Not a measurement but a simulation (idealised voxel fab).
Process module name: voxel fin reveal
For reference, the cross-section in this document is cut, with width 255 nm and square cells of 5 nm.
A cross-section is a grid of square cells, given in bands from the top down. A band is one or more rows of cells. The band entry comprises the height of the band's top followed by the height of its bottom, expressed in nm, and subsequently the band's materials from left to right, each stated together with its width in nm. Where a single material is marked with the word "all across", that material fills the band from edge to edge. The word "blank" represents empty space. Heights are measured from 0, the level below which the as-received wafer is all one material; the lowest band has no bottom and continues downward, written as in "0 nm and below". Think of "30->40" as a width that walks from the first number to the second as you go down the band, top row to bottom row, taking equal-sized steps from row to row. You'll sometimes find "identical to before" written for a step, and that's the way of saying that nowhere in the cross-section did a cell change during that step. Entry "Closed internal cavities" = empty spaces >= 8 cells with no open way to the top; each as width x height at distance, distance from left edge, all nm. Text after the settings on a step's line: the simulator's own remark on that step. The optional step-line setting "overlay nm" applies to steps with a mask and quantifies how far to the right of its planned location the mask lay, a negative value indicating leftward placement. Everything after this point is organized in pairs: a cross-section before one process step, a cross-section after it that shows only as deep as the lowest changed band, and, under the pair, the intervening step with its settings. Because different runs of this module on the same starting wafer can supply different pairs, a pair continues from the pair above it only if its entry headed "Pre-step condition" says so.
-- Pre-step condition
0 nm and below: Si all across
Closed internal cavities: none
-- Post-Process Section
10 nm to 0 nm: SiN all across
Unchanged below 0.
Closed internal cavities: none
The before and after cross-sections above are linked by CONFORMAL_DEP: material SiN, thk nm 10
Pre-step condition: The prior state of this step coincides with the post-step cross-section of the pair just above.
-- Post-Process Section
25 nm to 10 nm: blank 80 nm, then resist 15 nm, then blank 25 nm, then resist 15 nm, then blank 25 nm, then resist 15 nm, then blank 80 nm
Unchanged below 10.
Closed internal cavities: none
The before and after cross-sections above are linked by PATTERN: tone cover, mask id FINS, material resist, width nm 15, pitch nm 40, thk nm 15, overlay nm 0
Pre-step condition: The prior state of this step coincides with the post-step cross-section of the pair just above.
-- Post-Process Section
25 nm to 10 nm: blank 80 nm, then resist 15 nm, then blank 25 nm, then resist 15 nm, then blank 25 nm, then resist 15 nm, then blank 80 nm
10 nm to 0 nm: blank 80 nm, then SiN 15 nm, then blank 25 nm, then SiN 15 nm, then blank 25 nm, then SiN 15 nm, then blank 80 nm
Unchanged below 0.
Closed internal cavities: none
The before and after cross-sections above are linked by DIRECTIONAL_ETCH: etch materials SiN, depth nm 10
Pre-step condition: The prior state of this step coincides with the post-step cross-section of the pair just above.
-- Post-Process Section
25 nm to 10 nm: blank 80 nm, then resist 15 nm, then blank 25 nm, then resist 15 nm, then blank 25 nm, then resist 15 nm, then blank 80 nm
10 nm to 0 nm: blank 80 nm, then SiN 15 nm, then blank 25 nm, then SiN 15 nm, then blank 25 nm, then SiN 15 nm, then blank 80 nm
0 nm to -35 nm: blank 80 nm, then Si 15 nm, then blank 25 nm, then Si 15 nm, then blank 25 nm, then Si 15 nm, then blank 80 nm
Unchanged below -35.
Closed internal cavities: none
The before and after cross-sections above are linked by DIRECTIONAL_ETCH: etch materials Si, depth nm 35
Pre-step condition: The prior state of this step coincides with the post-step cross-section of the pair just above.
-- Post-Process Section
10 nm to 0 nm: blank 80 nm, then SiN 15 nm, then blank 25 nm, then SiN 15 nm, then blank 25 nm, then SiN 15 nm, then blank 80 nm
Unchanged below 0.
Closed internal cavities: none
The before and after cross-sections above are linked by STRIP: etch materials resist
Pre-step condition: The prior state of this step coincides with the post-step cross-section of the pair just above.
-- Post-Process Section
10 nm to 0 nm: blank 80 nm, then SiN 15 nm, then blank 25 nm, then SiN 15 nm, then blank 25 nm, then SiN 15 nm, then blank 80 nm
0 nm to -35 nm: blank 80 nm, then SiO2 5 nm, then Si 5 nm, then SiO2 5 nm, then blank 25 nm, then SiO2 5 nm, then Si 5 nm, then SiO2 5 nm, then blank 25 nm, then SiO2 5 nm, then Si 5 nm, then SiO2 5 nm, then blank 80 nm
-35 nm to -40 nm: SiO2 85 nm, then Si 5 nm, then SiO2 35 nm, then Si 5 nm, then SiO2 35 nm, then Si 5 nm, then SiO2 85 nm
Unchanged below -40.
Closed internal cavities: none
The before and after cross-sections above are linked by OXIDIZE: depth nm 5
Pre-step condition: The prior state of this step coincides with the post-step cross-section of the pair just above.
-- Post-Process Section
25 nm to 10 nm: SiO2 all across
10 nm to 0 nm: SiO2 80 nm, then SiN 15 nm, then SiO2 25 nm, then SiN 15 nm, then SiO2 25 nm, then SiN 15 nm, then SiO2 80 nm
0 nm to -40 nm: SiO2 85 nm, then Si 5 nm, then SiO2 35 nm, then Si 5 nm, then SiO2 35 nm, then Si 5 nm, then SiO2 85 nm
Unchanged below -40.
Closed internal cavities: none
The before and after cross-sections above are linked by FILL_DEP: material SiO2, thk nm 15
Pre-step condition: The prior state of this step coincides with the post-step cross-section of the pair just above.
-- Post-Process Section
10 nm to 0 nm: SiO2 80 nm, then SiN 15 nm, then SiO2 25 nm, then SiN 15 nm, then SiO2 25 nm, then SiN 15 nm, then SiO2 80 nm
Unchanged below 0.
Closed internal cavities: none
The before and after cross-sections above are linked by CMP: height nm 10
Pre-step condition: The prior state of this step coincides with the post-step cross-section of the pair just above.
-- Post-Process Section
10 nm to 0 nm: blank 80 nm, then SiN 15 nm, then blank 25 nm, then SiN 15 nm, then blank 25 nm, then SiN 15 nm, then blank 80 nm
0 nm to -25 nm: blank 85 nm, then Si 5 nm, then blank 35 nm, then Si 5 nm, then blank 35 nm, then Si 5 nm, then blank 85 nm
Unchanged below -25.
Closed internal cavities: none
The before and after cross-sections above are linked by SELECTIVE_ETCH: etch materials SiO2, depth nm 35
Pre-step condition: The prior state of this step coincides with the post-step cross-section of the pair just above.
-- Post-Process Section
0 nm to -25 nm: blank 85 nm, then Si 5 nm, then blank 35 nm, then Si 5 nm, then blank 35 nm, then Si 5 nm, then blank 85 nm
Unchanged below -25.
Closed internal cavities: none
The before and after cross-sections above are linked by STRIP: etch materials SiN
-- Pre-step condition
10 nm to 0 nm: blank 80 nm, then SiN 15 nm, then blank 25 nm, then SiN 15 nm, then blank 25 nm, then SiN 15 nm, then blank 80 nm
0 nm to -25 nm: blank 85 nm, then Si 5 nm, then blank 35 nm, then Si 5 nm, then blank 35 nm, then Si 5 nm, then blank 85 nm
-25 nm to -40 nm: SiO2 85 nm, then Si 5 nm, then SiO2 35 nm, then Si 5 nm, then SiO2 35 nm, then Si 5 nm, then SiO2 85 nm
-40 nm and below: Si all across
Closed internal cavities: none
-- Post-Process Section
10 nm to 0 nm: blank 80 nm, then SiN 15 nm, then blank 25 nm, then SiN 15 nm, then blank 25 nm, then SiN 15 nm, then blank 80 nm
0 nm to -40 nm: blank 85 nm, then Si 5 nm, then blank 35 nm, then Si 5 nm, then blank 35 nm, then Si 5 nm, then blank 85 nm
Unchanged below -40.
Closed internal cavities: none
The before and after cross-sections above are linked by SELECTIVE_ETCH: etch materials SiO2, depth nm 35
Pre-step condition: The prior state of this step coincides with the post-step cross-section of the pair just above.
-- Post-Process Section
0 nm to -40 nm: blank 85 nm, then Si 5 nm, then blank 35 nm, then Si 5 nm, then blank 35 nm, then Si 5 nm, then blank 85 nm
Unchanged below -40.
Closed internal cavities: none
The before and after cross-sections above are linked by STRIP: etch materials SiN
-- Pre-step condition
10 nm to 0 nm: SiO2 80 nm, then SiN 15 nm, then SiO2 25 nm, then SiN 15 nm, then SiO2 25 nm, then SiN 15 nm, then SiO2 80 nm
0 nm to -40 nm: SiO2 85 nm, then Si 5 nm, then SiO2 35 nm, then Si 5 nm, then SiO2 35 nm, then Si 5 nm, then SiO2 85 nm
-40 nm and below: Si all across
Closed internal cavities: none
-- Post-Process Section
10 nm to 0 nm: SiO2 80 nm, then blank 15 nm, then SiO2 25 nm, then blank 15 nm, then SiO2 25 nm, then blank 15 nm, then SiO2 80 nm
Unchanged below 0.
Closed internal cavities: none
The before and after cross-sections above are linked by STRIP: etch materials SiN
Pre-step condition: The prior state of this step coincides with the post-step cross-section of the pair just above.
-- Post-Process Section
0 nm to -25 nm: blank 85 nm, then Si 5 nm, then blank 35 nm, then Si 5 nm, then blank 35 nm, then Si 5 nm, then blank 85 nm
-25 nm to -35 nm: SiO2 45 nm, then blank 40 nm, then Si 5 nm, then blank 35 nm, then Si 5 nm, then blank 35 nm, then Si 5 nm, then blank 40 nm, then SiO2 45 nm
Unchanged below -35.
Closed internal cavities: none
The before and after cross-sections above are linked by SELECTIVE_ETCH: etch materials SiO2, depth nm 35
-- Pre-step condition
25 nm to 10 nm: blank 80 nm, then resist 15 nm, then blank 25 nm, then resist 15 nm, then blank 25 nm, then resist 15 nm, then blank 80 nm
10 nm to 0 nm: blank 80 nm, then SiN 15 nm, then blank 25 nm, then SiN 15 nm, then blank 25 nm, then SiN 15 nm, then blank 80 nm
0 nm and below: Si all across
Closed internal cavities: none
-- Post-Process Section
25 nm to 10 nm: blank 80 nm, then resist 15 nm, then blank 25 nm, then resist 15 nm, then blank 25 nm, then resist 15 nm, then blank 80 nm
10 nm to 0 nm: blank 80 nm, then SiN 15 nm, then blank 25 nm, then SiN 15 nm, then blank 25 nm, then SiN 15 nm, then blank 80 nm
0 nm to -30 nm: blank 80 nm, then Si 15 nm, then blank 25 nm, then Si 15 nm, then blank 25 nm, then Si 15 nm, then blank 80 nm
Unchanged below -30.
Closed internal cavities: none
The before and after cross-sections above are linked by DIRECTIONAL_ETCH: etch materials Si, depth nm 30
Pre-step condition: The prior state of this step coincides with the post-step cross-section of the pair just above.
-- Post-Process Section
10 nm to 0 nm: blank 80 nm, then SiN 15 nm, then blank 25 nm, then SiN 15 nm, then blank 25 nm, then SiN 15 nm, then blank 80 nm
Unchanged below 0.
Closed internal cavities: none
The before and after cross-sections above are linked by STRIP: etch materials resist
Pre-step condition: The prior state of this step coincides with the post-step cross-section of the pair just above.
-- Post-Process Section
10 nm to 0 nm: blank 80 nm, then SiN 15 nm, then blank 25 nm, then SiN 15 nm, then blank 25 nm, then SiN 15 nm, then blank 80 nm
0 nm to -30 nm: blank 80 nm, then SiO2 5 nm, then Si 5 nm, then SiO2 5 nm, then blank 25 nm, then SiO2 5 nm, then Si 5 nm, then SiO2 5 nm, then blank 25 nm, then SiO2 5 nm, then Si 5 nm, then SiO2 5 nm, then blank 80 nm
-30 nm to -35 nm: SiO2 85 nm, then Si 5 nm, then SiO2 35 nm, then Si 5 nm, then SiO2 35 nm, then Si 5 nm, then SiO2 85 nm
Unchanged below -35.
Closed internal cavities: none
The before and after cross-sections above are linked by OXIDIZE: depth nm 5
Pre-step condition: The prior state of this step coincides with the post-step cross-section of the pair just above.
-- Post-Process Section
25 nm to 10 nm: SiO2 all across
10 nm to 0 nm: SiO2 80 nm, then SiN 15 nm, then SiO2 25 nm, then SiN 15 nm, then SiO2 25 nm, then SiN 15 nm, then SiO2 80 nm
0 nm to -35 nm: SiO2 85 nm, then Si 5 nm, then SiO2 35 nm, then Si 5 nm, then SiO2 35 nm, then Si 5 nm, then SiO2 85 nm
Unchanged below -35.
Closed internal cavities: none
The before and after cross-sections above are linked by FILL_DEP: material SiO2, thk nm 15
Pre-step condition: The prior state of this step coincides with the post-step cross-section of the pair just above.
-- Post-Process Section
10 nm to 0 nm: SiO2 80 nm, then SiN 15 nm, then SiO2 25 nm, then SiN 15 nm, then SiO2 25 nm, then SiN 15 nm, then SiO2 80 nm
Unchanged below 0.
Closed internal cavities: none
The before and after cross-sections above are linked by CMP: height nm 10
Pre-step condition: The prior state of this step coincides with the post-step cross-section of the pair just above.
-- Post-Process Section
10 nm to 0 nm: blank 80 nm, then SiN 15 nm, then blank 25 nm, then SiN 15 nm, then blank 25 nm, then SiN 15 nm, then blank 80 nm
0 nm to -25 nm: blank 85 nm, then Si 5 nm, then blank 35 nm, then Si 5 nm, then blank 35 nm, then Si 5 nm, then blank 85 nm
Unchanged below -25.
Closed internal cavities: none
The before and after cross-sections above are linked by SELECTIVE_ETCH: etch materials SiO2, depth nm 35
Pre-step condition: The prior state of this step coincides with the post-step cross-section of the pair just above.
-- Post-Process Section
0 nm to -25 nm: blank 85 nm, then Si 5 nm, then blank 35 nm, then Si 5 nm, then blank 35 nm, then Si 5 nm, then blank 85 nm
Unchanged below -25.
Closed internal cavities: none
The before and after cross-sections above are linked by STRIP: etch materials SiN
-- Pre-step condition
10 nm to 0 nm: SiN all across
0 nm and below: Si all across
Closed internal cavities: none
-- Post-Process Section
25 nm to 10 nm: blank 80 nm, then resist 20 nm, then blank 20 nm, then resist 20 nm, then blank 20 nm, then resist 20 nm, then blank 75 nm
Unchanged below 10.
Closed internal cavities: none
The before and after cross-sections above are linked by PATTERN: tone cover, mask id FINS, material resist, width nm 20, pitch nm 40, thk nm 15, overlay nm 0
Pre-step condition: The prior state of this step coincides with the post-step cross-section of the pair just above.
-- Post-Process Section
25 nm to 10 nm: blank 80 nm, then resist 20 nm, then blank 20 nm, then resist 20 nm, then blank 20 nm, then resist 20 nm, then blank 75 nm
10 nm to 0 nm: blank 80 nm, then SiN 20 nm, then blank 20 nm, then SiN 20 nm, then blank 20 nm, then SiN 20 nm, then blank 75 nm
Unchanged below 0.
Closed internal cavities: none
The before and after cross-sections above are linked by DIRECTIONAL_ETCH: etch materials SiN, depth nm 10
Pre-step condition: The prior state of this step coincides with the post-step cross-section of the pair just above.
-- Post-Process Section
25 nm to 10 nm: blank 80 nm, then resist 20 nm, then blank 20 nm, then resist 20 nm, then blank 20 nm, then resist 20 nm, then blank 75 nm
10 nm to 0 nm: blank 80 nm, then SiN 20 nm, then blank 20 nm, then SiN 20 nm, then blank 20 nm, then SiN 20 nm, then blank 75 nm
0 nm to -35 nm: blank 80 nm, then Si 20 nm, then blank 20 nm, then Si 20 nm, then blank 20 nm, then Si 20 nm, then blank 75 nm
Unchanged below -35.
Closed internal cavities: none
The before and after cross-sections above are linked by DIRECTIONAL_ETCH: etch materials Si, depth nm 35
Pre-step condition: The prior state of this step coincides with the post-step cross-section of the pair just above.
-- Post-Process Section
10 nm to 0 nm: blank 80 nm, then SiN 20 nm, then blank 20 nm, then SiN 20 nm, then blank 20 nm, then SiN 20 nm, then blank 75 nm
Unchanged below 0.
Closed internal cavities: none
The before and after cross-sections above are linked by STRIP: etch materials resist
Pre-step condition: The prior state of this step coincides with the post-step cross-section of the pair just above.
-- Post-Process Section
10 nm to 0 nm: blank 80 nm, then SiN 20 nm, then blank 20 nm, then SiN 20 nm, then blank 20 nm, then SiN 20 nm, then blank 75 nm
0 nm to -35 nm: blank 80 nm, then SiO2 5 nm, then Si 10 nm, then SiO2 5 nm, then blank 20 nm, then SiO2 5 nm, then Si 10 nm, then SiO2 5 nm, then blank 20 nm, then SiO2 5 nm, then Si 10 nm, then SiO2 5 nm, then blank 75 nm
-35 nm to -40 nm: SiO2 85 nm, then Si 10 nm, then SiO2 30 nm, then Si 10 nm, then SiO2 30 nm, then Si 10 nm, then SiO2 80 nm
Unchanged below -40.
Closed internal cavities: none
The before and after cross-sections above are linked by OXIDIZE: depth nm 5
Pre-step condition: The prior state of this step coincides with the post-step cross-section of the pair just above.
-- Post-Process Section
25 nm to 10 nm: SiO2 all across
10 nm to 0 nm: SiO2 80 nm, then SiN 20 nm, then SiO2 20 nm, then SiN 20 nm, then SiO2 20 nm, then SiN 20 nm, then SiO2 75 nm
0 nm to -40 nm: SiO2 85 nm, then Si 10 nm, then SiO2 30 nm, then Si 10 nm, then SiO2 30 nm, then Si 10 nm, then SiO2 80 nm
Unchanged below -40.
Closed internal cavities: none
The before and after cross-sections above are linked by FILL_DEP: material SiO2, thk nm 15
Pre-step condition: The prior state of this step coincides with the post-step cross-section of the pair just above.
-- Post-Process Section
10 nm to 0 nm: SiO2 80 nm, then SiN 20 nm, then SiO2 20 nm, then SiN 20 nm, then SiO2 20 nm, then SiN 20 nm, then SiO2 75 nm
Unchanged below 0.
Closed internal cavities: none
The before and after cross-sections above are linked by CMP: height nm 10
Pre-step condition: The prior state of this step coincides with the post-step cross-section of the pair just above.
-- Post-Process Section
10 nm to 0 nm: blank 80 nm, then SiN 20 nm, then blank 20 nm, then SiN 20 nm, then blank 20 nm, then SiN 20 nm, then blank 75 nm
0 nm to -25 nm: blank 85 nm, then Si 10 nm, then blank 30 nm, then Si 10 nm, then blank 30 nm, then Si 10 nm, then blank 80 nm
Unchanged below -25.
Closed internal cavities: none
The before and after cross-sections above are linked by SELECTIVE_ETCH: etch materials SiO2, depth nm 35
Pre-step condition: The prior state of this step coincides with the post-step cross-section of the pair just above.
-- Post-Process Section
0 nm to -25 nm: blank 85 nm, then Si 10 nm, then blank 30 nm, then Si 10 nm, then blank 30 nm, then Si 10 nm, then blank 80 nm
Unchanged below -25.
Closed internal cavities: none
The before and after cross-sections above are linked by STRIP: etch materials SiN
-- Pre-step condition
10 nm to 0 nm: SiN all across
0 nm and below: Si all across
Closed internal cavities: none
-- Post-Process Section
25 nm to 10 nm: blank 90 nm, then resist 15 nm, then blank 25 nm, then resist 15 nm, then blank 25 nm, then resist 15 nm, then blank 70 nm
Unchanged below 10.
Closed internal cavities: none
The before and after cross-sections above are linked by PATTERN: tone cover, mask id FINS, material resist, width nm 15, pitch nm 40, thk nm 15, overlay nm 10
Pre-step condition: The prior state of this step coincides with the post-step cross-section of the pair just above.
-- Post-Process Section
25 nm to 10 nm: blank 90 nm, then resist 15 nm, then blank 25 nm, then resist 15 nm, then blank 25 nm, then resist 15 nm, then blank 70 nm
10 nm to 0 nm: blank 90 nm, then SiN 15 nm, then blank 25 nm, then SiN 15 nm, then blank 25 nm, then SiN 15 nm, then blank 70 nm
Unchanged below 0.
Closed internal cavities: none
The before and after cross-sections above are linked by DIRECTIONAL_ETCH: etch materials SiN, depth nm 10
Pre-step condition: The prior state of this step coincides with the post-step cross-section of the pair just above.
-- Post-Process Section
25 nm to 10 nm: blank 90 nm, then resist 15 nm, then blank 25 nm, then resist 15 nm, then blank 25 nm, then resist 15 nm, then blank 70 nm
10 nm to 0 nm: blank 90 nm, then SiN 15 nm, then blank 25 nm, then SiN 15 nm, then blank 25 nm, then SiN 15 nm, then blank 70 nm
0 nm to -35 nm: blank 90 nm, then Si 15 nm, then blank 25 nm, then Si 15 nm, then blank 25 nm, then Si 15 nm, then blank 70 nm
Unchanged below -35.
Closed internal cavities: none
The before and after cross-sections above are linked by DIRECTIONAL_ETCH: etch materials Si, depth nm 35
Pre-step condition: The prior state of this step coincides with the post-step cross-section of the pair just above.
-- Post-Process Section
10 nm to 0 nm: blank 90 nm, then SiN 15 nm, then blank 25 nm, then SiN 15 nm, then blank 25 nm, then SiN 15 nm, then blank 70 nm
Unchanged below 0.
Closed internal cavities: none
The before and after cross-sections above are linked by STRIP: etch materials resist
Pre-step condition: The prior state of this step coincides with the post-step cross-section of the pair just above.
-- Post-Process Section
10 nm to 0 nm: blank 90 nm, then SiN 15 nm, then blank 25 nm, then SiN 15 nm, then blank 25 nm, then SiN 15 nm, then blank 70 nm
0 nm to -35 nm: blank 90 nm, then SiO2 5 nm, then Si 5 nm, then SiO2 5 nm, then blank 25 nm, then SiO2 5 nm, then Si 5 nm, then SiO2 5 nm, then blank 25 nm, then SiO2 5 nm, then Si 5 nm, then SiO2 5 nm, then blank 70 nm
-35 nm to -40 nm: SiO2 95 nm, then Si 5 nm, then SiO2 35 nm, then Si 5 nm, then SiO2 35 nm, then Si 5 nm, then SiO2 75 nm
Unchanged below -40.
Closed internal cavities: none
The before and after cross-sections above are linked by OXIDIZE: depth nm 5
Pre-step condition: The prior state of this step coincides with the post-step cross-section of the pair just above.
-- Post-Process Section
25 nm to 10 nm: SiO2 all across
10 nm to 0 nm: SiO2 90 nm, then SiN 15 nm, then SiO2 25 nm, then SiN 15 nm, then SiO2 25 nm, then SiN 15 nm, then SiO2 70 nm
0 nm to -40 nm: SiO2 95 nm, then Si 5 nm, then SiO2 35 nm, then Si 5 nm, then SiO2 35 nm, then Si 5 nm, then SiO2 75 nm
Unchanged below -40.
Closed internal cavities: none
The before and after cross-sections above are linked by FILL_DEP: material SiO2, thk nm 15
Pre-step condition: The prior state of this step coincides with the post-step cross-section of the pair just above.
-- Post-Process Section
10 nm to 0 nm: SiO2 90 nm, then SiN 15 nm, then SiO2 25 nm, then SiN 15 nm, then SiO2 25 nm, then SiN 15 nm, then SiO2 70 nm
Unchanged below 0.
Closed internal cavities: none
The before and after cross-sections above are linked by CMP: height nm 10
Pre-step condition: The prior state of this step coincides with the post-step cross-section of the pair just above.
-- Post-Process Section
10 nm to 0 nm: blank 90 nm, then SiN 15 nm, then blank 25 nm, then SiN 15 nm, then blank 25 nm, then SiN 15 nm, then blank 70 nm
0 nm to -25 nm: blank 95 nm, then Si 5 nm, then blank 35 nm, then Si 5 nm, then blank 35 nm, then Si 5 nm, then blank 75 nm
Unchanged below -25.
Closed internal cavities: none
The before and after cross-sections above are linked by SELECTIVE_ETCH: etch materials SiO2, depth nm 35
Pre-step condition: The prior state of this step coincides with the post-step cross-section of the pair just above.
-- Post-Process Section
0 nm to -25 nm: blank 95 nm, then Si 5 nm, then blank 35 nm, then Si 5 nm, then blank 35 nm, then Si 5 nm, then blank 75 nm
Unchanged below -25.
Closed internal cavities: none
The before and after cross-sections above are linked by STRIP: etch materials SiN
-- Pre-step condition
10 nm to 0 nm: blank 80 nm, then SiN 15 nm, then blank 25 nm, then SiN 15 nm, then blank 25 nm, then SiN 15 nm, then blank 80 nm
0 nm to -35 nm: blank 80 nm, then SiO2 5 nm, then Si 5 nm, then SiO2 5 nm, then blank 25 nm, then SiO2 5 nm, then Si 5 nm, then SiO2 5 nm, then blank 25 nm, then SiO2 5 nm, then Si 5 nm, then SiO2 5 nm, then blank 80 nm
-35 nm to -40 nm: SiO2 85 nm, then Si 5 nm, then SiO2 35 nm, then Si 5 nm, then SiO2 35 nm, then Si 5 nm, then SiO2 85 nm
-40 nm and below: Si all across
Closed internal cavities: none
-- Post-Process Section
25 nm to 0 nm: SiN all across
0 nm to -35 nm: SiN 80 nm, then SiO2 5 nm, then Si 5 nm, then SiO2 5 nm, then SiN 25 nm, then SiO2 5 nm, then Si 5 nm, then SiO2 5 nm, then SiN 25 nm, then SiO2 5 nm, then Si 5 nm, then SiO2 5 nm, then SiN 80 nm
Unchanged below -35.
Closed internal cavities: none
The before and after cross-sections above are linked by FILL_DEP: material SiN, thk nm 15
Pre-step condition: The prior state of this step coincides with the post-step cross-section of the pair just above.
-- Post-Process Section
10 nm to 0 nm: SiN all across
Unchanged below 0.
Closed internal cavities: none
The before and after cross-sections above are linked by CMP: height nm 10
Pre-step condition: The prior state of this step coincides with the post-step cross-section of the pair just above.
-- Post-Process Section
0 nm to -35 nm: blank 80 nm, then SiO2 5 nm, then Si 5 nm, then SiO2 5 nm, then blank 25 nm, then SiO2 5 nm, then Si 5 nm, then SiO2 5 nm, then blank 25 nm, then SiO2 5 nm, then Si 5 nm, then SiO2 5 nm, then blank 80 nm
Unchanged below -35.
Closed internal cavities: none
The before and after cross-sections above are linked by STRIP: etch materials SiN
-- Pre-step condition
10 nm to 0 nm: SiN all across
0 nm and below: Si all across
Closed internal cavities: none
-- Post-Process Section
25 nm to 10 nm: resist 80 nm, then blank 15 nm, then resist 25 nm, then blank 15 nm, then resist 25 nm, then blank 15 nm, then resist 80 nm
Unchanged below 10.
Closed internal cavities: none
The before and after cross-sections above are linked by PATTERN: tone open, mask id FINS, material resist, width nm 15, pitch nm 40, thk nm 15, overlay nm 0
Pre-step condition: The prior state of this step coincides with the post-step cross-section of the pair just above.
-- Post-Process Section
25 nm to 10 nm: resist 80 nm, then blank 15 nm, then resist 25 nm, then blank 15 nm, then resist 25 nm, then blank 15 nm, then resist 80 nm
10 nm to 0 nm: SiN 80 nm, then blank 15 nm, then SiN 25 nm, then blank 15 nm, then SiN 25 nm, then blank 15 nm, then SiN 80 nm
Unchanged below 0.
Closed internal cavities: none
The before and after cross-sections above are linked by DIRECTIONAL_ETCH: etch materials SiN, depth nm 10
Pre-step condition: The prior state of this step coincides with the post-step cross-section of the pair just above.
-- Post-Process Section
25 nm to 10 nm: resist 80 nm, then blank 15 nm, then resist 25 nm, then blank 15 nm, then resist 25 nm, then blank 15 nm, then resist 80 nm
10 nm to 0 nm: SiN 80 nm, then blank 15 nm, then SiN 25 nm, then blank 15 nm, then SiN 25 nm, then blank 15 nm, then SiN 80 nm
0 nm to -35 nm: Si 80 nm, then blank 15 nm, then Si 25 nm, then blank 15 nm, then Si 25 nm, then blank 15 nm, then Si 80 nm
Unchanged below -35.
Closed internal cavities: none
The before and after cross-sections above are linked by DIRECTIONAL_ETCH: etch materials Si, depth nm 35
Pre-step condition: The prior state of this step coincides with the post-step cross-section of the pair just above.
-- Post-Process Section
10 nm to 0 nm: SiN 80 nm, then blank 15 nm, then SiN 25 nm, then blank 15 nm, then SiN 25 nm, then blank 15 nm, then SiN 80 nm
Unchanged below 0.
Closed internal cavities: none
The before and after cross-sections above are linked by STRIP: etch materials resist
Pre-step condition: The prior state of this step coincides with the post-step cross-section of the pair just above.
-- Post-Process Section
10 nm to 0 nm: SiN 80 nm, then blank 15 nm, then SiN 25 nm, then blank 15 nm, then SiN 25 nm, then blank 15 nm, then SiN 80 nm
0 nm to -35 nm: Si 75 nm, then SiO2 5 nm, then blank 15 nm, then SiO2 5 nm, then Si 15 nm, then SiO2 5 nm, then blank 15 nm, then SiO2 5 nm, then Si 15 nm, then SiO2 5 nm, then blank 15 nm, then SiO2 5 nm, then Si 75 nm
-35 nm to -40 nm: Si 75 nm, then SiO2 25 nm, then Si 15 nm, then SiO2 25 nm, then Si 15 nm, then SiO2 25 nm, then Si 75 nm
Unchanged below -40.
Closed internal cavities: none
The before and after cross-sections above are linked by OXIDIZE: depth nm 5
Pre-step condition: The prior state of this step coincides with the post-step cross-section of the pair just above.
-- Post-Process Section
25 nm to 10 nm: SiO2 all across
10 nm to 0 nm: SiN 80 nm, then SiO2 15 nm, then SiN 25 nm, then SiO2 15 nm, then SiN 25 nm, then SiO2 15 nm, then SiN 80 nm
0 nm to -40 nm: Si 75 nm, then SiO2 25 nm, then Si 15 nm, then SiO2 25 nm, then Si 15 nm, then SiO2 25 nm, then Si 75 nm
Unchanged below -40.
Closed internal cavities: none
The before and after cross-sections above are linked by FILL_DEP: material SiO2, thk nm 15
Pre-step condition: The prior state of this step coincides with the post-step cross-section of the pair just above.
-- Post-Process Section
10 nm to 0 nm: SiN 80 nm, then SiO2 15 nm, then SiN 25 nm, then SiO2 15 nm, then SiN 25 nm, then SiO2 15 nm, then SiN 80 nm
Unchanged below 0.
Closed internal cavities: none
The before and after cross-sections above are linked by CMP: height nm 10
Pre-step condition: The prior state of this step coincides with the post-step cross-section of the pair just above.
-- Post-Process Section
10 nm to 0 nm: SiN 80 nm, then blank 15 nm, then SiN 25 nm, then blank 15 nm, then SiN 25 nm, then blank 15 nm, then SiN 80 nm
0 nm to -25 nm: Si 75 nm, then blank 25 nm, then Si 15 nm, then blank 25 nm, then Si 15 nm, then blank 25 nm, then Si 75 nm
Unchanged below -25.
Closed internal cavities: none
The before and after cross-sections above are linked by SELECTIVE_ETCH: etch materials SiO2, depth nm 35
Pre-step condition: The prior state of this step coincides with the post-step cross-section of the pair just above.
-- Post-Process Section
0 nm to -25 nm: Si 75 nm, then blank 25 nm, then Si 15 nm, then blank 25 nm, then Si 15 nm, then blank 25 nm, then Si 75 nm
Unchanged below -25.
Closed internal cavities: none
The before and after cross-sections above are linked by STRIP: etch materials SiN
